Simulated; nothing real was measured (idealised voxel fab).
process module | voxel self aligned vias
cross-section cut | 195 nm wide | cells 5 nm
A cross-section is a grid of square cells, given in bands from the top down. A band is one or more rows of cells.
Each band's line starts with the height of the band's top and of its bottom, in nm. Then come its materials from left to right, each with its width in nm. One material with "throughout" fills the band from edge to edge. "air" is empty space.
Height 0 is the level under which the wafer as received is all one material. The lowest band goes on downwards, as in "0 down".
A width such as "30 to 40" changes by the same amount from each row of cells to the next, from the band's top row to its bottom row.
"no change" after a step means that no cell of the cross-section changed.
closed voids: empty space of 8 cells or more with no open way to the top, each as width x height at its distance from the left edge, in nm
after a step's settings: what the simulator itself notes on the step
overlay nm, on a step with a mask: how far to the right of its planned place the mask lay; to the left if negative
plan
1 op RECEIVE | material Si
2 op CONFORMAL_DEP | material SiO2 | thk nm 10
3 op CONFORMAL_DEP | material SiCN | thk nm 5
4 op DIRECTIONAL_DEP | material SiO2 | thk nm 30
5 op MASKED_ETCH | tone open | mask id LINES | width nm 20 | pitch nm 60 | etch materials SiO2 | depth nm 30 | overlay nm 0
6 op CONFORMAL_DEP | material TiN | thk nm 5
7 op FILL_DEP | material Ru | thk nm 10
8 op CMP | height nm 45
9 op SELECTIVE_ETCH | etch materials W Ru TiN | depth nm 5
10 op FILL_DEP | material SiN | thk nm 5
11 op CMP | height nm 45
12 op DIRECTIONAL_DEP | material SiO2 | thk nm 20
13 op DIRECTIONAL_DEP | material aC | thk nm 10
14 op PATTERN | tone open | mask id VIAS | material resist | width nm 40 | pitch nm 60 | thk nm 30 | overlay nm 0
15 op DIRECTIONAL_ETCH | etch materials aC | depth nm 5
16 op STRIP | etch materials resist
17 op DIRECTIONAL_ETCH | etch materials SiO2 | depth nm 20
18 op DIRECTIONAL_ETCH | etch materials SiN | depth nm 5
19 op STRIP | etch materials aC
20 op CONFORMAL_DEP | material TiN | thk nm 5
21 op FILL_DEP | material W | thk nm 10
22 op CMP | height nm 65
23 op CONFORMAL_DEP | material SiCN | thk nm 5
varied across the wafers: depth nm of step 15. The plan shows the first wafer's value. All wafers start alike
first wafer as received, after step 1
  0 down: Si throughout
  closed voids: none
each wafer at the end: cells of each material gained (+) or lost (-) since it was received, then its closed voids
depth nm 5 | +16 Ru | +78 SiCN | +8 SiN | +420 SiO2 | +24 TiN | closed voids: none
depth nm 10 | +16 Ru | +78 SiCN | +356 SiO2 | +56 TiN | +40 W | closed voids: none
depth nm 15 | +16 Ru | +78 SiCN | +356 SiO2 | +56 TiN | +40 W | closed voids: none
depth nm 20 | +16 Ru | +78 SiCN | +356 SiO2 | +56 TiN | +40 W | closed voids: none
depth nm 25 | +16 Ru | +78 SiCN | +356 SiO2 | +56 TiN | +40 W | closed voids: none
